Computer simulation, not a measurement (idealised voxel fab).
Title: Process Module voxel released beams
Each square cell in cross-section cut measures 5 nm, and the section as a whole is 260 nm wide.
This document writes a cross-section as a grid whose cells are square, and gives it as bands, listed from the top down; one or more rows of cells form a band. Quick guide to a band line: top height, bottom height (nm) up front; then every material left to right with its width in nm. Only one material and it's marked "throughout"? Then it fills the band edge to edge. And "empty" just means empty space. Counting heights begins at 0, where everything beneath is, in the wafer as received, one material. The lowest band has no bottom; it goes on downwards, as "0 nm and below" shows. When a width is written as two numbers, as in "30->40", the first number is the width in the top row of cells of the band and the second is the width in its bottom row, and the width changes by the same amount from each row to the next. When a step is marked "remains unaltered", none of the cells in the cross-section changed during that step. Reported under the label "Cavities, closed" are the empty spaces having no open way to the top and comprising 8 cells or more; the notation for each is width x height at distance, in which the distance is measured from the left edge and all three values are in nm. Past the settings on a step's line: simulator remark, on that step. When a step includes a mask, the "overlay nm" setting on its line states how far to the right of its planned place that mask lay, and negative values state how far to the left.
-- Steps in the process plan
1 RECEIVE,material Si
2 CONFORMAL_DEP,material Al2O3,thk nm 5
3 DIRECTIONAL_DEP,material SiO2,thk nm 15
4 DIRECTIONAL_DEP,material aC,thk nm 10
5 PATTERN,tone open,mask id ANCHOR,material resist,width nm 45,thk nm 30,overlay nm 0
6 DIRECTIONAL_ETCH,etch materials aC,depth nm 10
7 STRIP,etch materials resist
8 DIRECTIONAL_ETCH,etch materials SiO2,depth nm 15
9 STRIP,etch materials aC
10 CONFORMAL_DEP,material SiN,thk nm 15
11 DIRECTIONAL_DEP,material aC,thk nm 10
12 PATTERN,tone cover,mask id BEAM,material resist,width nm 120,thk nm 30,overlay nm 0
13 DIRECTIONAL_ETCH,etch materials aC,depth nm 10
14 STRIP,etch materials resist
15 DIRECTIONAL_ETCH,etch materials SiN,depth nm 15
16 STRIP,etch materials aC
17 STRIP,etch materials SiO2
-- Below: the first of two wafers, run as planned
-- Cross-section of the incoming wafer, state after step 1
* 0 nm and below = Si throughout
* Cavities, closed: none
-- After step 2: wafer cross-section
* 5 nm to 0 nm = Al2O3 throughout
* Under the height 0 nothing was changed.
-- After step 3: wafer cross-section
* 20 nm to 5 nm = SiO2 throughout
* Under the height 5 nothing was changed.
-- After step 4: wafer cross-section
* 30 nm to 20 nm = aC throughout
* Under the height 20 nothing was changed.
-- After step 5: wafer cross-section
* 60 nm to 30 nm = resist 70, empty 45, resist 145
* Under the height 30 nothing was changed.
-- After step 6: wafer cross-section
* 50 nm to 30 nm = resist 70, empty 45, resist 145
* 30 nm to 20 nm = aC 70, empty 45, aC 145
* Under the height 20 nothing was changed.
-- After step 7: wafer cross-section
* 30 nm to 20 nm = aC 70, empty 45, aC 145
* Under the height 20 nothing was changed.
-- After step 8: wafer cross-section
* 30 nm to 20 nm = aC 70, empty 45, aC 145
* 20 nm to 5 nm = SiO2 70, empty 45, SiO2 145
* Under the height 5 nothing was changed.
-- After step 9: wafer cross-section
* 20 nm to 5 nm = SiO2 70, empty 45, SiO2 145
* Under the height 5 nothing was changed.
-- After step 10: wafer cross-section
* 35 nm to 20 nm = SiN 85, empty 15, SiN 160
* 20 nm to 5 nm = SiO2 70, SiN 45, SiO2 145
* Under the height 5 nothing was changed.
-- After step 11: wafer cross-section
* 45 nm to 35 nm = aC 85, empty 15, aC 160
* 35 nm to 30 nm = SiN 85, empty 15, SiN 160
* 30 nm to 20 nm = SiN 85, aC 15, SiN 160
* Under the height 20 nothing was changed.
-- After step 12: wafer cross-section
* 75 nm to 45 nm = empty 65, resist 120, empty 75
* 45 nm to 35 nm = aC 85, resist 15, aC 160
* 35 nm to 30 nm = SiN 85, resist 15, SiN 160
* Under the height 30 nothing was changed.
-- After step 13: wafer cross-section
* 65 nm to 45 nm = empty 65, resist 120, empty 75
* 45 nm to 35 nm = empty 65, aC 20, resist 15, aC 85, empty 75
* Under the height 35 nothing was changed.
-- After step 14: wafer cross-section
* 45 nm to 35 nm = empty 65, aC 20, empty 15, aC 85, empty 75
* 35 nm to 30 nm = SiN 85, empty 15, SiN 160
* Under the height 30 nothing was changed.
-- After step 15: wafer cross-section
* 45 nm to 35 nm = empty 65, aC 20, empty 15, aC 85, empty 75
* 35 nm to 30 nm = empty 65, SiN 20, empty 15, SiN 85, empty 75
* 30 nm to 20 nm = empty 65, SiN 20, aC 15, SiN 85, empty 75
* Under the height 20 nothing was changed.
-- After step 16: wafer cross-section
* 35 nm to 20 nm = empty 65, SiN 20, empty 15, SiN 85, empty 75
* Under the height 20 nothing was changed.
-- After step 17: wafer cross-section
* 35 nm to 20 nm = empty 65, SiN 20, empty 15, SiN 85, empty 75
* 20 nm to 5 nm = empty 70, SiN 45, empty 145
* Under the height 5 nothing was changed.
-- Wafer two of the pair: same origin, same plan, one error during the run; identical to wafer one up to and including step 4
-- What the second wafer looks like in cross-section when step 5 should have wrapped up
* 60 nm to 30 nm = resist 75, empty 45, resist 140
* Under the height 30 nothing was changed.
-- What the second wafer looks like in cross-section when step 6 should have wrapped up
* 50 nm to 30 nm = resist 75, empty 45, resist 140
* 30 nm to 20 nm = aC 75, empty 45, aC 140
* Under the height 20 nothing was changed.
-- What the second wafer looks like in cross-section when step 7 should have wrapped up
* 30 nm to 20 nm = aC 75, empty 45, aC 140
* Under the height 20 nothing was changed.
-- What the second wafer looks like in cross-section when step 8 should have wrapped up
* 30 nm to 20 nm = aC 75, empty 45, aC 140
* 20 nm to 5 nm = SiO2 75, empty 45, SiO2 140
* Under the height 5 nothing was changed.
-- What the second wafer looks like in cross-section when step 9 should have wrapped up
* 20 nm to 5 nm = SiO2 75, empty 45, SiO2 140
* Under the height 5 nothing was changed.
-- What the second wafer looks like in cross-section when step 10 should have wrapped up
* 35 nm to 20 nm = SiN 90, empty 15, SiN 155
* 20 nm to 5 nm = SiO2 75, SiN 45, SiO2 140
* Under the height 5 nothing was changed.
-- What the second wafer looks like in cross-section when step 11 should have wrapped up
* 45 nm to 35 nm = aC 90, empty 15, aC 155
* 35 nm to 30 nm = SiN 90, empty 15, SiN 155
* 30 nm to 20 nm = SiN 90, aC 15, SiN 155
* Under the height 20 nothing was changed.
-- What the second wafer looks like in cross-section when step 12 should have wrapped up
* 75 nm to 45 nm = empty 65, resist 120, empty 75
* 45 nm to 35 nm = aC 90, resist 15, aC 155
* 35 nm to 30 nm = SiN 90, resist 15, SiN 155
* Under the height 30 nothing was changed.
-- What the second wafer looks like in cross-section when step 13 should have wrapped up
* 65 nm to 45 nm = empty 65, resist 120, empty 75
* 45 nm to 35 nm = empty 65, aC 25, resist 15, aC 80, empty 75
* Under the height 35 nothing was changed.
-- What the second wafer looks like in cross-section when step 14 should have wrapped up
* 45 nm to 35 nm = empty 65, aC 25, empty 15, aC 80, empty 75
* 35 nm to 30 nm = SiN 90, empty 15, SiN 155
* Under the height 30 nothing was changed.
-- What the second wafer looks like in cross-section when step 15 should have wrapped up
* 45 nm to 35 nm = empty 65, aC 25, empty 15, aC 80, empty 75
* 35 nm to 30 nm = empty 65, SiN 25, empty 15, SiN 80, empty 75
* 30 nm to 20 nm = empty 65, SiN 25, aC 15, SiN 80, empty 75
* Under the height 20 nothing was changed.
-- What the second wafer looks like in cross-section when step 16 should have wrapped up
* 35 nm to 20 nm = empty 65, SiN 25, empty 15, SiN 80, empty 75
* Under the height 20 nothing was changed.
-- What the second wafer looks like in cross-section when step 17 should have wrapped up
* 35 nm to 20 nm = empty 65, SiN 25, empty 15, SiN 80, empty 75
* 20 nm to 5 nm = empty 75, SiN 45, empty 140
* Under the height 5 nothing was changed.
What was the processing mistake? for step 5, the planned setting was not used; the step was instead run as PATTERN,tone open,mask id ANCHOR,material resist,width nm 45,thk nm 30,overlay nm 5
Heads up: at the end the two wafers have identical cell counts per material, they're just laid out differently.
